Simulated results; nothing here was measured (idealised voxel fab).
Title: Process Module voxel self aligned contacts
Section shown: cut. Width: 145 nm. Cell size: 5 nm, square.
The cross-sections in this document take the form of a grid made of square cells. They are written out as bands, in order from top to bottom. Each band consists of one or more rows of cells.
Each band's line starts with the height of the band's top and of its bottom, in nm. Then come its materials from left to right, each with its width in nm. One material with "all across" fills the band from edge to edge. "blank" is empty space.
Measure heights from 0. That's the level where, below it, the as-received wafer is all one material. The lowest band is bottomless and extends downward; write it as in "from 0 down".
A width such as "30 to 40" changes by the same amount from each row of cells to the next, from the band's top row to its bottom row.
The designation "no modifications", where it is given for a processing step, indicates that no cell of the cross-section was altered in the course of that step.
The list in "Enclosed void listing" covers empty spaces of 8 cells or more that cannot reach the top through any open way, and it gives each as width x height at distance; the distance is from the left edge, and width, height and distance are in nm.
Past the settings on a step's line: simulator remark, on that step.
The setting "overlay nm" may be written on the line of a step. When the step uses a mask, the value reports how far to the right of the planned place the mask lay, and a negative value reports that it lay to the left.
# These are the steps we planned for the process
| 1 | RECEIVE, material Si |
| 2 | OXIDIZE, depth nm 5 |
| 3 | DIRECTIONAL_DEP, material polySi, thk nm 20 |
| 4 | DIRECTIONAL_DEP, material SiN, thk nm 15 |
| 5 | DIRECTIONAL_DEP, material aC, thk nm 10 |
| 6 | PATTERN, tone cover, mask id GATE, material resist, width nm 35, pitch nm 60, thk nm 30, overlay nm 0 |
| 7 | DIRECTIONAL_ETCH, etch materials aC, depth nm 10 |
| 8 | STRIP, etch materials resist |
| 9 | DIRECTIONAL_ETCH, etch materials SiN, depth nm 15 |
| 10 | DIRECTIONAL_ETCH, etch materials polySi, depth nm 20 |
| 11 | STRIP, etch materials aC |
| 12 | CONFORMAL_DEP, material SiN, thk nm 5 |
| 13 | DIRECTIONAL_ETCH, etch materials SiN, depth nm 5 |
| 14 | FILL_DEP, material SiO2, thk nm 15 |
| 15 | CMP, height nm 40 |
| 16 | MASKED_ETCH, tone open, mask id CONTACT, width nm 35, etch materials SiO2, depth nm 45, overlay nm 0 |
| 17 | CONFORMAL_DEP, material TiN, thk nm 5 |
| 18 | FILL_DEP, material Ru, thk nm 5 |
| 19 | CMP, height nm 40 |
| 20 | CONFORMAL_DEP, material SiN, thk nm 5 |
# Shown in cross-section is the wafer as received, that is, as it stands after step 1
- from 0 down  Si all across
- Enclosed void listing: none
# The first of two wafers, cross-sectioned at the end of the module, with the run proceeding as planned
- from 45 to 40  SiN all across
- from 40 to 35  SiO2 55 | TiN 15 | Ru 5 | TiN 15 | SiO2 55
- from 35 to 20  SiO2 20 | SiN 45 | TiN 5 | Ru 5 | TiN 5 | SiN 45 | SiO2 20
- from 20 to 0  SiO2 20 | SiN 5 | polySi 35 | SiN 5 | TiN 5 | Ru 5 | TiN 5 | SiN 5 | polySi 35 | SiN 5 | SiO2 20
- from 0 to -5  SiO2 65 | TiN 15 | SiO2 65
- from -5 down  Si all across
- Enclosed void listing: none
# Module end: cross-section of wafer two of two. Same start and process plan as the first wafer. One mistake during execution
- from 45 to 40  SiN all across
- from 40 to 35  SiO2 55 | TiN 35 | SiO2 55
- from 35 to 20  SiN 30 | SiO2 25 | SiN 35 | SiO2 25 | SiN 30
- from 20 to 0  polySi 25 | SiN 5 | SiO2 25 | SiN 5 | polySi 25 | SiN 5 | SiO2 25 | SiN 5 | polySi 25
- from 0 to -5  SiO2 all across
- from -5 down  Si all across
- Enclosed void listing: none
What broke from the plan during processing? step 6 did not use the planned setting and instead ran as PATTERN, tone open, mask id GATE, material resist, width nm 35, pitch nm 60, thk nm 30, overlay nm 0
Bottom line after processing is that, in cells, the second wafer is up or down on some materials versus the first: -8 Ru; +3 SiN; +17 SiO2; -16 TiN; +4 polySi
